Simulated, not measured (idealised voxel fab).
Herein follows the process module entitled voxel transistor to metal.
Section cut is 290 nm wide and gridded with 5 nm square cells.
When this document writes out a cross-section, it uses a grid of square cells and lists it as bands, beginning at the top and moving down, with a band standing for one or more rows of cells.
Top, bottom (nm), then materials left to right with widths (nm); lone material tagged "everywhere" fills the whole band edge to edge; "air" = empty space.
Note: height 0 marks the level under which the wafer is uniformly one material as received. Lowest band unbounded below, written "0 nm and below".
Read "30->40" as a graded width: first number on top, second number at the bottom, same change between each pair of neighbouring rows.
The designation "no change occurred", where it is given for a processing step, indicates that no cell of the cross-section was altered in the course of that step.
For the entry "Enclosed void entries", the listed items are empty spaces with no open way to the top whose size is 8 cells or more; each item follows the pattern width x height at distance, where distance is from the left edge and all three are in nm.
Whatever follows a step's settings on its line is a remark the simulator itself makes about that step.
The optional step-line setting "overlay nm" applies to steps with a mask and quantifies how far to the right of its planned location the mask lay, a negative value indicating leftward placement.

[Steps in the process plan]
1: RECEIVE | material Si
2: OXIDIZE | depth nm 5
3: CONFORMAL_DEP | material SiN | thk nm 15
4: DIRECTIONAL_DEP | material aC | thk nm 10
5: PATTERN | tone cover | mask id ACTIVE | material resist | width nm 115 | pitch nm 145 | thk nm 25 | overlay nm 0
6: DIRECTIONAL_ETCH | etch materials aC | depth nm 10
7: STRIP | etch materials resist
8: DIRECTIONAL_ETCH | etch materials SiN | depth nm 15
9: DIRECTIONAL_ETCH | etch materials SiO2 | depth nm 5
10: DIRECTIONAL_ETCH | etch materials Si | depth nm 35
11: STRIP | etch materials aC
12: FILL_DEP | material SiO2 | thk nm 15
13: CMP | height nm 15
14: SELECTIVE_ETCH | etch materials SiO2 | depth nm 10
15: STRIP | etch materials SiN
16: SELECTIVE_ETCH | etch materials SiO2 | depth nm 5
17: OXIDIZE | depth nm 5
18: DIRECTIONAL_DEP | material polySi | thk nm 20
19: DIRECTIONAL_DEP | material SiCN | thk nm 10
20: DIRECTIONAL_DEP | material aC | thk nm 15
21: PATTERN | tone cover | mask id GATE | material resist | width nm 35 | pitch nm 145 | thk nm 30 | overlay nm 0
22: DIRECTIONAL_ETCH | etch materials aC | depth nm 15
23: STRIP | etch materials resist
24: DIRECTIONAL_ETCH | etch materials SiCN | depth nm 20
25: DIRECTIONAL_ETCH | etch materials polySi | depth nm 30
26: STRIP | etch materials aC
27: CONFORMAL_DEP | material SiO2 | thk nm 5
28: DIRECTIONAL_ETCH | etch materials SiO2 | depth nm 5
29: CONFORMAL_DEP | material SiN | thk nm 5
30: DIRECTIONAL_ETCH | etch materials SiN | depth nm 5
31: DIRECTIONAL_ETCH | etch materials SiO2 | depth nm 5
32: DIRECTIONAL_ETCH | etch materials Si | depth nm 10
33: EPI | material SiGe | thk nm 5
34: FILL_DEP | material SiO2 | thk nm 10
35: CMP | height nm 15
36: STRIP | etch materials polySi
37: SELECTIVE_ETCH | etch materials SiO2 | depth nm 5
38: CONFORMAL_DEP | material HfO2 | thk nm 5
39: CONFORMAL_DEP | material TiN | thk nm 5
40: FILL_DEP | material W | thk nm 5
41: CMP | height nm 10
42: DIRECTIONAL_DEP | material SiO2 | thk nm 10
43: PATTERN | tone open | mask id CONTACT | material resist | width nm 20 | thk nm 20 | overlay nm 0
44: DIRECTIONAL_ETCH | etch materials SiO2 | depth nm 30
45: STRIP | etch materials resist
46: CONFORMAL_DEP | material TiN | thk nm 5
47: FILL_DEP | material Ru | thk nm 10
48: CMP | height nm 20
49: DIRECTIONAL_DEP | material TiN | thk nm 5
50: DIRECTIONAL_DEP | material W | thk nm 25
51: PATTERN | tone cover | mask id METAL_1 | material resist | width nm 20 | thk nm 15 | overlay nm 0
52: DIRECTIONAL_ETCH | etch materials W | depth nm 25
53: DIRECTIONAL_ETCH | etch materials TiN | depth nm 5
54: STRIP | etch materials resist
55: FILL_DEP | material lowk | thk nm 10
56: CMP | height nm 50
57: CONFORMAL_DEP | material SiCN | thk nm 5
58: DIRECTIONAL_DEP | material SiO2 | thk nm 30
59: MASKED_ETCH | tone open | mask id METAL_2 | width nm 20 | pitch nm 145 | etch materials SiO2 | depth nm 15 | overlay nm 0
60: MASKED_ETCH | tone open | mask id METAL_2_HOLES | width nm 15 | pitch nm 145 | etch materials SiO2 | depth nm 15 | overlay nm 0
61: MASKED_ETCH | tone open | mask id METAL_2_HOLES | width nm 15 | pitch nm 145 | etch materials SiCN | depth nm 5 | overlay nm 0
62: CONFORMAL_DEP | material TiN | thk nm 5
63: FILL_DEP | material Cu | thk nm 10
64: CMP | height nm 85
65: CONFORMAL_DEP | material SiN | thk nm 5
Quick note for whoever runs this: the wafers start identical, but the thk nm at step 33 isn't the same across them. The plan just shows what the first wafer had.

[The as-received cross-section of the first of several wafers corresponds to the state after step 1]
- 0 nm and below: Si everywhere
- Enclosed void entries: none

[Module finished, last step 65 done: cross-section of the first of several wafers]
- 90 nm to 85 nm: SiN everywhere
- 85 nm to 75 nm: SiO2 (20), then TiN (5), then Cu (10), then TiN (5), then SiO2 (125), then TiN (5), then Cu (10), then TiN (5), then SiO2 (105)
- 75 nm to 70 nm: SiO2 (20), then TiN (5), then Cu (5), then TiN (10), then SiO2 (125), then TiN (5), then Cu (5), then TiN (10), then SiO2 (105)
- 70 nm to 55 nm: SiO2 (20), then TiN (5), then Cu (5), then TiN (5), then SiO2 (130), then TiN (5), then Cu (5), then TiN (5), then SiO2 (110)
- 55 nm to 50 nm: SiCN (20), then TiN (15), then SiCN (130), then TiN (15), then SiCN (110)
- 50 nm to 25 nm: lowk (20), then W (20), then lowk (65), then W (20), then lowk (40), then W (20), then lowk (65), then W (20), then lowk (20)
- 25 nm to 20 nm: lowk (20), then TiN (20), then lowk (65), then TiN (20), then lowk (40), then TiN (20), then lowk (65), then TiN (20), then lowk (20)
- 20 nm to 10 nm: SiO2 (20), then TiN (5), then Ru (10), then TiN (5), then SiO2 (65), then TiN (5), then Ru (10), then TiN (5), then SiO2 (40), then TiN (5), then Ru (10), then TiN (5), then SiO2 (65), then TiN (5), then Ru (10), then TiN (5), then SiO2 (20)
- 10 nm to 0 nm: SiO2 (20), then TiN (5), then Ru (10), then TiN (5), then SiO2 (5), then SiN (5), then HfO2 (5), then TiN (5), then W (25), then TiN (5), then HfO2 (5), then SiN (5), then SiO2 (5), then TiN (5), then Ru (10), then TiN (5), then SiO2 (40), then TiN (5), then Ru (10), then TiN (5), then SiO2 (5), then SiN (5), then HfO2 (5), then TiN (5), then W (25), then TiN (5), then HfO2 (5), then SiN (5), then SiO2 (5), then TiN (5), then Ru (10), then TiN (5), then SiO2 (20)
- 0 nm to -5 nm: SiO2 (15), then SiN (5), then TiN (10), then Ru (5), then TiN (5), then SiO2 (5), then SiN (5), then HfO2 (5), then TiN (35), then HfO2 (5), then SiN (5), then SiO2 (5), then TiN (5), then Ru (5), then TiN (10), then SiN (5), then SiO2 (30), then SiN (5), then TiN (10), then Ru (5), then TiN (5), then SiO2 (5), then SiN (5), then HfO2 (5), then TiN (35), then HfO2 (5), then SiN (5), then SiO2 (5), then TiN (5), then Ru (5), then TiN (10), then SiN (5), then SiO2 (15)
- -5 nm to -10 nm: SiO2 (20), then SiGe (5), then TiN (15), then SiGe (5), then SiO2 (5), then HfO2 (45), then SiO2 (5), then SiGe (5), then TiN (15), then SiGe (5), then SiO2 (40), then SiGe (5), then TiN (15), then SiGe (5), then SiO2 (5), then HfO2 (45), then SiO2 (5), then SiGe (5), then TiN (15), then SiGe (5), then SiO2 (20)
- -10 nm to -15 nm: SiO2 (15), then Si (5), then SiGe (5), then SiO2 (15), then SiGe (5), then Si (55), then SiGe (5), then SiO2 (15), then SiGe (5), then Si (5), then SiO2 (30), then Si (5), then SiGe (5), then SiO2 (15), then SiGe (5), then Si (55), then SiGe (5), then SiO2 (15), then SiGe (5), then Si (5), then SiO2 (15)
- -15 nm to -20 nm: SiO2 (15), then Si (5), then SiGe (25), then Si (55), then SiGe (25), then Si (5), then SiO2 (30), then Si (5), then SiGe (25), then Si (55), then SiGe (25), then Si (5), then SiO2 (15)
- -20 nm to -40 nm: SiO2 (15), then Si (115), then SiO2 (30), then Si (115), then SiO2 (15)
- -40 nm and below: Si everywhere
- Enclosed void entries: none

[Showing the last wafer in cross-section at the end of the module]
- 90 nm to 85 nm: SiN everywhere
- 85 nm to 75 nm: SiO2 (20), then TiN (5), then Cu (10), then TiN (5), then SiO2 (125), then TiN (5), then Cu (10), then TiN (5), then SiO2 (105)
- 75 nm to 70 nm: SiO2 (20), then TiN (5), then Cu (5), then TiN (10), then SiO2 (125), then TiN (5), then Cu (5), then TiN (10), then SiO2 (105)
- 70 nm to 55 nm: SiO2 (20), then TiN (5), then Cu (5), then TiN (5), then SiO2 (130), then TiN (5), then Cu (5), then TiN (5), then SiO2 (110)
- 55 nm to 50 nm: SiCN (20), then TiN (15), then SiCN (130), then TiN (15), then SiCN (110)
- 50 nm to 25 nm: lowk (20), then W (20), then lowk (65), then W (20), then lowk (40), then W (20), then lowk (65), then W (20), then lowk (20)
- 25 nm to 20 nm: lowk (20), then TiN (20), then lowk (65), then TiN (20), then lowk (40), then TiN (20), then lowk (65), then TiN (20), then lowk (20)
- 20 nm to 15 nm: SiO2 (20), then TiN (5), then Ru (10), then TiN (5), then SiO2 (65), then TiN (5), then Ru (10), then TiN (5), then SiO2 (40), then TiN (5), then Ru (10), then TiN (5), then SiO2 (65), then TiN (5), then Ru (10), then TiN (5), then SiO2 (20)
- 15 nm to 10 nm: SiO2 (20), then TiN (20), then SiO2 (65), then TiN (20), then SiO2 (40), then TiN (20), then SiO2 (65), then TiN (20), then SiO2 (20)
- 10 nm to 0 nm: SiO2 (5), then SiGe (40), then SiN (5), then HfO2 (5), then TiN (5), then W (25), then TiN (5), then HfO2 (5), then SiN (5), then SiGe (40), then SiO2 (10), then SiGe (40), then SiN (5), then HfO2 (5), then TiN (5), then W (25), then TiN (5), then HfO2 (5), then SiN (5), then SiGe (40), then SiO2 (5)
- 0 nm to -5 nm: SiO2 (5), then SiGe (10), then SiN (5), then SiGe (25), then SiN (5), then HfO2 (5), then TiN (35), then HfO2 (5), then SiN (5), then SiGe (25), then SiN (5), then SiGe (10), then SiO2 (10), then SiGe (10), then SiN (5), then SiGe (25), then SiN (5), then HfO2 (5), then TiN (35), then HfO2 (5), then SiN (5), then SiGe (25), then SiN (5), then SiGe (10), then SiO2 (5)
- -5 nm to -10 nm: SiO2 (20), then SiGe (25), then SiO2 (5), then HfO2 (45), then SiO2 (5), then SiGe (25), then SiO2 (40), then SiGe (25), then SiO2 (5), then HfO2 (45), then SiO2 (5), then SiGe (25), then SiO2 (20)
- -10 nm to -20 nm: SiO2 (15), then Si (5), then SiGe (25), then Si (55), then SiGe (25), then Si (5), then SiO2 (30), then Si (5), then SiGe (25), then Si (55), then SiGe (25), then Si (5), then SiO2 (15)
- -20 nm to -40 nm: SiO2 (15), then Si (115), then SiO2 (30), then Si (115), then SiO2 (15)
- -40 nm and below: Si everywhere
- Enclosed void entries: none

[Below: a row per wafer. Contents at end of module: for every material, cells gained since receipt (+) or lost since receipt (-); then closed voids]
thk nm 5, +16 Cu, +30 HfO2, +36 Ru, -228 Si, +52 SiCN, +36 SiGe, +74 SiN, +550 SiO2, +126 TiN, +100 W, +252 lowk, Enclosed void entries: none
thk nm 10, +16 Cu, +30 HfO2, +24 Ru, -228 Si, +52 SiCN, +72 SiGe, +74 SiN, +534 SiO2, +118 TiN, +100 W, +252 lowk, Enclosed void entries: none
thk nm 15, +16 Cu, +30 HfO2, +16 Ru, -228 Si, +52 SiCN, +104 SiGe, +74 SiN, +526 SiO2, +102 TiN, +100 W, +252 lowk, Enclosed void entries: none
thk nm 20, +16 Cu, +30 HfO2, +8 Ru, -228 Si, +52 SiCN, +140 SiGe, +74 SiN, +506 SiO2, +94 TiN, +100 W, +252 lowk, Enclosed void entries: none
thk nm 25, +16 Cu, +30 HfO2, +8 Ru, -228 Si, +52 SiCN, +152 SiGe, +74 SiN, +494 SiO2, +94 TiN, +100 W, +252 lowk, Enclosed void entries: none
